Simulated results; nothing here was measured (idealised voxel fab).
process module | voxel transistor to metal
Cross-sectional view cut (width: 215 nm; square cell size: 5 nm).
Notation: cross-section as square-cell grid; stated in bands, top first, going down; one or more cell rows per band. Band entry format. Leading values: height of top, height of bottom, nm. Remainder: materials in left-to-right order, each with its width in nm. Special words: "all across" on a single material, which then fills the band edge to edge; "air", empty space. Heights are reckoned from 0. Under this level, the received wafer is all of one material. The bottommost band is open-ended downward, for example "0 and below". When a width is written as two numbers, as in "30->40", the first number is the width in the top row of cells of the band and the second is the width in its bottom row, and the width changes by the same amount from each row to the next. "no change occurred" -> step changed no cross-section cell. "Closed void listing": sealed empty spaces, 8 cells or more, no open way to top, listed width x height at distance, with distance from the left edge and width, height and distance in nm. What comes after the settings on a step's line is commentary from the simulator itself on that step. overlay nm, on a step with a mask: how far to the right of its planned place the mask lay; to the left if negative.

-- The planned process steps are enumerated hereunder
1,op RECEIVE | material Si
2,op CONFORMAL_DEP | material SiO2 | thk nm 5
3,op CONFORMAL_DEP | material SiN | thk nm 15
4,op MASKED_ETCH | tone cover | mask id ACTIVE | width nm 100 | etch materials SiN | depth nm 15 | overlay nm 0
5,op MASKED_ETCH | tone cover | mask id ACTIVE | width nm 100 | etch materials SiO2 | depth nm 5 | overlay nm 0
6,op MASKED_ETCH | tone cover | mask id ACTIVE | width nm 100 | etch materials Si | depth nm 20 | overlay nm 0
7,op OXIDIZE | depth nm 5
8,op FILL_DEP | material SiO2 | thk nm 10
9,op CMP | height nm 20
10,op SELECTIVE_ETCH | etch materials SiO2 | depth nm 10
11,op STRIP | etch materials SiN
12,op SELECTIVE_ETCH | etch materials SiO2 | depth nm 5
13,op OXIDIZE | depth nm 5
14,op DIRECTIONAL_DEP | material polySi | thk nm 30
15,op DIRECTIONAL_DEP | material SiCN | thk nm 15
16,op DIRECTIONAL_DEP | material aC | thk nm 10
17,op PATTERN | tone cover | mask id GATE | material resist | width nm 20 | thk nm 25 | overlay nm 0
18,op DIRECTIONAL_ETCH | etch materials aC | depth nm 10
19,op STRIP | etch materials resist
20,op DIRECTIONAL_ETCH | etch materials SiCN | depth nm 25
21,op DIRECTIONAL_ETCH | etch materials polySi | depth nm 40
22,op STRIP | etch materials aC
23,op CONFORMAL_DEP | material SiO2 | thk nm 5
24,op DIRECTIONAL_ETCH | etch materials SiO2 | depth nm 5
25,op CONFORMAL_DEP | material SiN | thk nm 10
26,op DIRECTIONAL_ETCH | etch materials SiN | depth nm 10
27,op DIRECTIONAL_ETCH | etch materials SiO2 | depth nm 5
28,op EPI | material SiGe | thk nm 5
29,op FILL_DEP | material SiO2 | thk nm 10
30,op CMP | height nm 45
31,op DIRECTIONAL_DEP | material SiO2 | thk nm 15
32,op DIRECTIONAL_DEP | material aC | thk nm 10
33,op PATTERN | tone open | mask id CONTACT | material resist | width nm 30 | pitch nm 60 | thk nm 30 | overlay nm 0
34,op DIRECTIONAL_ETCH | etch materials aC | depth nm 10
35,op STRIP | etch materials resist
36,op DIRECTIONAL_ETCH | etch materials SiO2 | depth nm 60
37,op STRIP | etch materials aC
38,op CONFORMAL_DEP | material TiN | thk nm 5
39,op FILL_DEP | material Ru | thk nm 5
40,op CMP | height nm 60
41,op DIRECTIONAL_DEP | material TiN | thk nm 5
42,op DIRECTIONAL_DEP | material Ru | thk nm 15
43,op MASKED_ETCH | tone cover | mask id METAL_1 | width nm 20 | pitch nm 70 | etch materials Ru | depth nm 15 | overlay nm 0
44,op MASKED_ETCH | tone cover | mask id METAL_1 | width nm 20 | pitch nm 70 | etch materials TiN | depth nm 5 | overlay nm 0
45,op CONFORMAL_DEP | material SiN | thk nm 5
46,op FILL_DEP | material lowk | thk nm 5
47,op CMP | height nm 80
48,op CONFORMAL_DEP | material SiCN | thk nm 5
49,op DIRECTIONAL_DEP | material SiO2 | thk nm 25
50,op MASKED_ETCH | tone open | mask id METAL_2 | width nm 20 | pitch nm 70 | etch materials SiO2 | depth nm 15 | overlay nm 0
51,op MASKED_ETCH | tone open | mask id METAL_2_HOLES | width nm 15 | pitch nm 70 | etch materials SiO2 | depth nm 10 | overlay nm 0
52,op MASKED_ETCH | tone open | mask id METAL_2_HOLES | width nm 15 | pitch nm 70 | etch materials SiCN | depth nm 5 | overlay nm 0
53,op CONFORMAL_DEP | material TiN | thk nm 5
54,op FILL_DEP | material Cu | thk nm 5
55,op CMP | height nm 110
56,op CONFORMAL_DEP | material SiCN | thk nm 5

-- Cross-section, incoming material, after step 1
	0 and below: Si all across
	Closed void listing: none

-- End-of-module XS, first of two wafers, run as planned
	115 down to 110: SiCN all across
	110 down to 100: SiO2=60; TiN=5; Cu=10; TiN=5; SiO2=50; TiN=5; Cu=10; TiN=5; SiO2=65
	100 down to 95: SiO2=60; TiN=5; Cu=5; TiN=10; SiO2=50; TiN=5; Cu=5; TiN=10; SiO2=65
	95 down to 85: SiO2=60; TiN=5; Cu=5; TiN=5; SiO2=55; TiN=5; Cu=5; TiN=5; SiO2=70
	85 down to 80: SiCN=60; TiN=15; SiCN=55; TiN=15; SiCN=70
	80 down to 65: lowk=55; SiN=5; Ru=20; SiN=5; lowk=40; SiN=5; Ru=20; SiN=5; lowk=60
	65 down to 60: SiN=60; TiN=20; SiN=50; TiN=20; SiN=65
	60 down to 50: SiO2=60; TiN=5; Ru=20; TiN=5; SiO2=30; TiN=5; Ru=20; TiN=5; SiO2=65
	50 down to 45: SiO2=60; TiN=5; Ru=10; TiN=15; SiO2=30; TiN=15; Ru=10; TiN=5; SiO2=65
	45 down to 30: SiO2=60; TiN=5; Ru=10; TiN=5; SiN=10; SiO2=5; SiCN=20; SiO2=5; SiN=10; TiN=5; Ru=10; TiN=5; SiO2=65
	30 down to 10: SiO2=60; TiN=5; Ru=10; TiN=5; SiN=10; SiO2=5; polySi=20; SiO2=5; SiN=10; TiN=5; Ru=10; TiN=5; SiO2=65
	10 down to 5: SiO2=60; TiN=10; Ru=5; TiN=5; SiN=10; SiO2=5; polySi=20; SiO2=5; SiN=10; TiN=5; Ru=5; TiN=10; SiO2=65
	5 down to 0: SiO2=55; SiN=10; TiN=15; SiN=10; SiO2=5; polySi=20; SiO2=5; SiN=10; TiN=15; SiN=10; SiO2=60
	0 down to -5: SiO2=65; SiGe=15; SiO2=50; SiGe=15; SiO2=70
	-5 down to -25: SiO2=60; Si=90; SiO2=65
	-25 and below: Si all across
	Closed void listing: none

-- Second of two wafers, module complete, sectioned: it shares the first wafer's start and plan but was run with one mistake
	115 down to 110: SiCN all across
	110 down to 100: SiO2=60; TiN=5; Cu=10; TiN=5; SiO2=50; TiN=5; Cu=10; TiN=5; SiO2=65
	100 down to 95: SiO2=60; TiN=5; Cu=5; TiN=10; SiO2=50; TiN=5; Cu=5; TiN=10; SiO2=65
	95 down to 85: SiO2=60; TiN=5; Cu=5; TiN=5; SiO2=55; TiN=5; Cu=5; TiN=5; SiO2=70
	85 down to 80: SiCN=60; TiN=15; SiCN=55; TiN=15; SiCN=70
	80 down to 65: lowk=55; aC=5; Ru=20; aC=5; lowk=40; aC=5; Ru=20; aC=5; lowk=60
	65 down to 60: aC=60; TiN=20; aC=50; TiN=20; aC=65
	60 down to 50: SiO2=60; TiN=5; Ru=20; TiN=5; SiO2=30; TiN=5; Ru=20; TiN=5; SiO2=65
	50 down to 45: SiO2=60; TiN=5; Ru=10; TiN=15; SiO2=30; TiN=15; Ru=10; TiN=5; SiO2=65
	45 down to 30: SiO2=60; TiN=5; Ru=10; TiN=5; SiN=10; SiO2=5; SiCN=20; SiO2=5; SiN=10; TiN=5; Ru=10; TiN=5; SiO2=65
	30 down to 10: SiO2=60; TiN=5; Ru=10; TiN=5; SiN=10; SiO2=5; polySi=20; SiO2=5; SiN=10; TiN=5; Ru=10; TiN=5; SiO2=65
	10 down to 5: SiO2=60; TiN=10; Ru=5; TiN=5; SiN=10; SiO2=5; polySi=20; SiO2=5; SiN=10; TiN=5; Ru=5; TiN=10; SiO2=65
	5 down to 0: SiO2=55; SiN=10; TiN=15; SiN=10; SiO2=5; polySi=20; SiO2=5; SiN=10; TiN=15; SiN=10; SiO2=60
	0 down to -5: SiO2=65; SiGe=15; SiO2=50; SiGe=15; SiO2=70
	-5 down to -25: SiO2=60; Si=90; SiO2=65
	-25 and below: Si all across
	Closed void listing: none
What was the processing mistake? step 45, actual vs plan mismatch, actual run op CONFORMAL_DEP | material aC | thk nm 5
Per the end-of-run cell counts, the second wafer holds more or fewer of some materials than the first: SiN -47; aC +47
